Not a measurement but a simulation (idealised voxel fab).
The name of this process module is voxel wiring stack.
Shown is cross-section cut, with a width of 250 nm and square cells of size 5 nm.
Cross-section format: a grid of square cells, given as bands from top to bottom; each band is one or more rows of cells.
Basically the band line says how high the top is and how high the bottom is, in nm, and then what's in it from left to right, every material with its width in nm. Empty space shows up as "air", and if a single material carries "all across" it runs the full band edge to edge.
Heads up on the height convention: 0 is the point under which the incoming wafer is all one material, and the lowest band has no bottom, it just keeps going down, like "0 nm and below".
A width given as "30->40" starts at the first number in the band's top row and ends at the second number in its bottom row, shifting by an equal amount at every step from row to row.
Where the words "stayed the same" appear for a step, the cross-section shows no cell changed by that step; every cell remained as before.
The entry titled "Sealed-off cavities" provides the empty spaces that have no open way to the top, restricted to those of 8 cells or more. Each is presented as width x height at distance, the distance being measured from the left edge, with all three in nm.
The remark found on a step's line after its settings is issued by the simulator itself and pertains to that step.
What "overlay nm" on a step's line means: if the step has a mask, that mask lay this far to the right of its planned place, or, when the value is negative, to the left.
[So here's the lineup of process steps we planned]
1. RECEIVE | material Si
2. CONFORMAL_DEP | material SiO2 | thk nm 10
3. DIRECTIONAL_DEP | material TiN | thk nm 5
4. DIRECTIONAL_DEP | material Ru | thk nm 15
5. DIRECTIONAL_DEP | material aC | thk nm 10
6. PATTERN | tone cover | mask id METAL_1 | material resist | width nm 30 | pitch nm 50 | thk nm 25 | overlay nm 0
7. DIRECTIONAL_ETCH | etch materials aC | depth nm 10
8. STRIP | etch materials resist
9. DIRECTIONAL_ETCH | etch materials Ru | depth nm 15
10. DIRECTIONAL_ETCH | etch materials TiN | depth nm 5
11. STRIP | etch materials aC
12. FILL_DEP | material SiO2 | thk nm 5
13. CMP | height nm 30
14. CONFORMAL_DEP | material SiCN | thk nm 5
15. DIRECTIONAL_DEP | material lowk | thk nm 30
16. MASKED_ETCH | tone open | mask id METAL_2 | width nm 30 | pitch nm 50 | etch materials lowk | depth nm 20 | overlay nm 0
17. MASKED_ETCH | tone open | mask id METAL_2_HOLES | width nm 15 | pitch nm 100 | etch materials lowk | depth nm 10 | overlay nm 0
18. MASKED_ETCH | tone open | mask id METAL_2_HOLES | width nm 15 | pitch nm 100 | etch materials SiCN | depth nm 5 | overlay nm 0
19. CONFORMAL_DEP | material TiN | thk nm 5
20. FILL_DEP | material Ru | thk nm 5
21. CMP | height nm 65
22. CONFORMAL_DEP | material SiCN | thk nm 5
23. DIRECTIONAL_DEP | material lowk | thk nm 10
24. PATTERN | tone open | mask id PLUG_2 | material resist | width nm 15 | pitch nm 50 | thk nm 20 | overlay nm 0
25. DIRECTIONAL_ETCH | etch materials lowk | depth nm 10
26. DIRECTIONAL_ETCH | etch materials SiCN | depth nm 5
27. STRIP | etch materials resist
28. EPI | material Ru | thk nm 10
29. EPI | material Ru | thk nm 5
30. CONFORMAL_DEP | material SiCN | thk nm 5
31. DIRECTIONAL_DEP | material SiO2 | thk nm 25
32. PATTERN | tone open | mask id METAL_3 | material resist | width nm 30 | pitch nm 50 | thk nm 15 | overlay nm 0
33. DIRECTIONAL_ETCH | etch materials SiO2 | depth nm 25
34. DIRECTIONAL_ETCH | etch materials SiCN | depth nm 5
35. STRIP | etch materials resist
36. CONFORMAL_DEP | material TiN | thk nm 5
37. FILL_DEP | material Ru | thk nm 5
38. CMP | height nm 110
39. CONFORMAL_DEP | material SiN | thk nm 5
[Shown in cross-section is the wafer as received, that is, as it stands after step 1]
* 0 nm and below = Si all across
* Sealed-off cavities: none
[Cross-section taken at module completion on the first of two wafers; processed per the plan]
* 115 nm to 110 nm = SiN all across
* 110 nm to 85 nm = SiO2=60; TiN=5; Ru=20; TiN=5; SiO2=20; TiN=5; Ru=20; TiN=5; SiO2=20; TiN=5; Ru=20; TiN=5; SiO2=60
* 85 nm to 80 nm = SiCN=60; TiN=30; SiCN=20; TiN=30; SiCN=20; TiN=30; SiCN=60
* 80 nm to 70 nm = lowk=60; Ru=15; lowk=35; Ru=15; lowk=35; Ru=15; lowk=75
* 70 nm to 65 nm = SiCN=60; Ru=15; SiCN=35; Ru=15; SiCN=35; Ru=15; SiCN=75
* 65 nm to 50 nm = lowk=60; TiN=5; Ru=20; TiN=5; lowk=20; TiN=5; Ru=20; TiN=5; lowk=20; TiN=5; Ru=20; TiN=5; lowk=60
* 50 nm to 45 nm = lowk=60; TiN=5; Ru=5; TiN=20; lowk=20; TiN=30; lowk=20; TiN=5; Ru=5; TiN=20; lowk=60
* 45 nm to 35 nm = lowk=60; TiN=5; Ru=5; TiN=5; lowk=85; TiN=5; Ru=5; TiN=5; lowk=75
* 35 nm to 30 nm = SiCN=60; TiN=15; SiCN=85; TiN=15; SiCN=75
* 30 nm to 15 nm = SiO2=60; Ru=30; SiO2=20; Ru=30; SiO2=20; Ru=30; SiO2=60
* 15 nm to 10 nm = SiO2=60; TiN=30; SiO2=20; TiN=30; SiO2=20; TiN=30; SiO2=60
* 10 nm to 0 nm = SiO2 all across
* 0 nm and below = Si all across
* Sealed-off cavities: none
[Same start, same plan as the first wafer - but one mistake in the run. Cross-section of the second of the two at the end of the module]
* 115 nm to 110 nm = SiN all across
* 110 nm to 105 nm = TiN=65; Ru=20; TiN=30; Ru=20; TiN=30; Ru=20; TiN=65
* 105 nm to 85 nm = SiO2=60; TiN=5; Ru=20; TiN=5; SiO2=20; TiN=5; Ru=20; TiN=5; SiO2=20; TiN=5; Ru=20; TiN=5; SiO2=60
* 85 nm to 80 nm = SiO2=60; TiN=30; SiO2=20; TiN=30; SiO2=20; TiN=30; SiO2=60
* 80 nm to 70 nm = lowk=60; Ru=15; lowk=35; Ru=15; lowk=35; Ru=15; lowk=75
* 70 nm to 65 nm = SiCN=60; Ru=15; SiCN=35; Ru=15; SiCN=35; Ru=15; SiCN=75
* 65 nm to 50 nm = lowk=60; TiN=5; Ru=20; TiN=5; lowk=20; TiN=5; Ru=20; TiN=5; lowk=20; TiN=5; Ru=20; TiN=5; lowk=60
* 50 nm to 45 nm = lowk=60; TiN=5; Ru=5; TiN=20; lowk=20; TiN=30; lowk=20; TiN=5; Ru=5; TiN=20; lowk=60
* 45 nm to 35 nm = lowk=60; TiN=5; Ru=5; TiN=5; lowk=85; TiN=5; Ru=5; TiN=5; lowk=75
* 35 nm to 30 nm = SiCN=60; TiN=15; SiCN=85; TiN=15; SiCN=75
* 30 nm to 15 nm = SiO2=60; Ru=30; SiO2=20; Ru=30; SiO2=20; Ru=30; SiO2=60
* 15 nm to 10 nm = SiO2=60; TiN=30; SiO2=20; TiN=30; SiO2=20; TiN=30; SiO2=60
* 10 nm to 0 nm = SiO2 all across
* 0 nm and below = Si all across
* Sealed-off cavities: none
In executing the process, a mistake was made relative to the plan: plan step 30 was not performed, having been skipped
Bottom line after processing is that, in cells, the second wafer is up or down on some materials versus the first: SiCN -32, TiN +32
